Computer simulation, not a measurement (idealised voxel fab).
Title: Process Module voxel gate over fins
The figure presents cross-section cut, which has a width of 155 nm and is divided into square cells with an edge length of 5 nm.
In what follows, cross-sections appear as grids of square cells, described through bands that run from the top down, where every band is one or more rows of cells.
Top, bottom (nm), then materials left to right with widths (nm); lone material tagged "everywhere" fills the whole band edge to edge; "blank" = empty space.
We count height from 0. Below that, the starting wafer is all one material. The lowest band never ends at the bottom but goes on down; see "0 down" for how that is written.
Width: "30..40" (first number = top row, second number = bottom row, same change from row to row of cells).
What does "no modification" mean for a step? It means no cell of the cross-section changed in that step.
Entry "Fully closed voids" = empty spaces >= 8 cells with no open way to the top; each as width x height at distance, distance from left edge, all nm.
Past the settings on a step's line: simulator remark, on that step.
The setting "overlay nm" may be written on the line of a step. When the step uses a mask, the value reports how far to the right of the planned place the mask lay, and a negative value reports that it lay to the left.
PROCESS STEPS (PLANNED)
step 1: RECEIVE, material Si
step 2: CONFORMAL_DEP, material SiN, thk nm 5
step 3: MASKED_ETCH, tone cover, mask id FINS, width nm 15, pitch nm 50, etch materials SiN, depth nm 5, overlay nm 0
step 4: MASKED_ETCH, tone cover, mask id FINS, width nm 15, pitch nm 50, etch materials Si, depth nm 30, overlay nm 0
step 5: FILL_DEP, material SiO2, thk nm 5
step 6: CMP, height nm 5
step 7: DIRECTIONAL_DEP, material aC, thk nm 10
step 8: PATTERN, tone open, mask id RAIL, material resist, width nm 15, thk nm 30, overlay nm 0
step 9: DIRECTIONAL_ETCH, etch materials aC, depth nm 10
step 10: STRIP, etch materials resist
step 11: DIRECTIONAL_ETCH, etch materials SiO2, depth nm 30
step 12: STRIP, etch materials aC
step 13: CONFORMAL_DEP, material TiN, thk nm 5
step 14: FILL_DEP, material W, thk nm 10
step 15: CMP, height nm 5
step 16: SELECTIVE_ETCH, etch materials W Ru TiN, depth nm 20
step 17: FILL_DEP, material SiO2, thk nm 5
step 18: CMP, height nm 5
step 19: SELECTIVE_ETCH, etch materials SiO2, depth nm 15
step 20: STRIP, etch materials SiN
step 21: CONFORMAL_DEP, material HfO2, thk nm 5
step 22: CONFORMAL_DEP, material TiN, thk nm 5
step 23: FILL_DEP, material W, thk nm 10
step 24: CMP, height nm 15
step 25: CONFORMAL_DEP, material SiCN, thk nm 10
AS-RECEIVED STATE OF THE WAFER IN CROSS-SECTION, EQUIVALENT TO POST-STEP 1
> 0 down | Si everywhere
> Fully closed voids: none
END-OF-MODULE XS, FIRST OF TWO WAFERS, RUN AS PLANNED
> 25 to 15 | SiCN everywhere
> 15 to 10 | W everywhere
> 10 to 5 | W 10 nm  TiN 35 nm  W 15 nm  TiN 35 nm  W 15 nm  TiN 35 nm  W 10 nm
> 5 to 0 | W 10 nm  TiN 5 nm  HfO2 25 nm  TiN 5 nm  W 15 nm  TiN 5 nm  HfO2 25 nm  TiN 5 nm  W 15 nm  TiN 5 nm  HfO2 25 nm  TiN 5 nm  W 10 nm
> 0 to -5 | TiN 15 nm  HfO2 5 nm  Si 15 nm  HfO2 5 nm  TiN 25 nm  HfO2 5 nm  Si 15 nm  HfO2 5 nm  TiN 25 nm  HfO2 5 nm  Si 15 nm  HfO2 5 nm  TiN 15 nm
> -5 to -10 | HfO2 20 nm  Si 15 nm  HfO2 35 nm  Si 15 nm  HfO2 35 nm  Si 15 nm  HfO2 20 nm
> -10 to -15 | SiO2 20 nm  Si 15 nm  SiO2 35 nm  Si 15 nm  SiO2 35 nm  Si 15 nm  SiO2 20 nm
> -15 to -20 | SiO2 20 nm  Si 15 nm  SiO2 10 nm  TiN 5 nm  W 5 nm  TiN 5 nm  SiO2 10 nm  Si 15 nm  SiO2 35 nm  Si 15 nm  SiO2 20 nm
> -20 to -25 | SiO2 20 nm  Si 15 nm  SiO2 10 nm  TiN 15 nm  SiO2 10 nm  Si 15 nm  SiO2 35 nm  Si 15 nm  SiO2 20 nm
> -25 to -30 | SiO2 20 nm  Si 15 nm  SiO2 35 nm  Si 15 nm  SiO2 35 nm  Si 15 nm  SiO2 20 nm
> -30 down | Si everywhere
> Fully closed voids: none
WAFER TWO, END OF MODULE, CROSS-SECTION. SAME START, SAME PLAN AS WAFER ONE. ONE MISTAKE IN THE RUN
> 25 to 15 | SiCN everywhere
> 15 to 10 | W everywhere
> 10 to 5 | W 10 nm  TiN 35 nm  W 15 nm  TiN 35 nm  W 15 nm  TiN 35 nm  W 10 nm
> 5 to 0 | W 10 nm  TiN 5 nm  HfO2 25 nm  TiN 5 nm  W 15 nm  TiN 5 nm  HfO2 25 nm  TiN 5 nm  W 15 nm  TiN 5 nm  HfO2 25 nm  TiN 5 nm  W 10 nm
> 0 to -5 | TiN 15 nm  HfO2 5 nm  Si 15 nm  HfO2 5 nm  TiN 25 nm  HfO2 5 nm  Si 15 nm  HfO2 5 nm  TiN 25 nm  HfO2 5 nm  Si 15 nm  HfO2 5 nm  TiN 15 nm
> -5 to -10 | HfO2 20 nm  Si 15 nm  HfO2 35 nm  Si 15 nm  HfO2 35 nm  Si 15 nm  HfO2 20 nm
> -10 to -15 | SiO2 20 nm  Si 15 nm  SiO2 35 nm  Si 15 nm  SiO2 35 nm  Si 15 nm  SiO2 20 nm
> -15 to -20 | W 15 nm  TiN 5 nm  Si 15 nm  TiN 10 nm  SiO2 15 nm  TiN 10 nm  Si 15 nm  TiN 5 nm  W 25 nm  TiN 5 nm  Si 15 nm  TiN 5 nm  W 15 nm
> -20 to -25 | TiN 20 nm  Si 15 nm  TiN 10 nm  SiO2 15 nm  TiN 10 nm  Si 15 nm  TiN 35 nm  Si 15 nm  TiN 20 nm
> -25 to -30 | SiO2 20 nm  Si 15 nm  SiO2 35 nm  Si 15 nm  SiO2 35 nm  Si 15 nm  SiO2 20 nm
> -30 down | Si everywhere
> Fully closed voids: none
Here's what went sideways: step 8 ran as: PATTERN, tone cover, mask id RAIL, material resist, width nm 15, thk nm 30, overlay nm 0
Upon completion, the second wafer contains, in terms of cells, a greater or smaller amount of certain materials than the first wafer: SiO2 -32; TiN +22; W +10
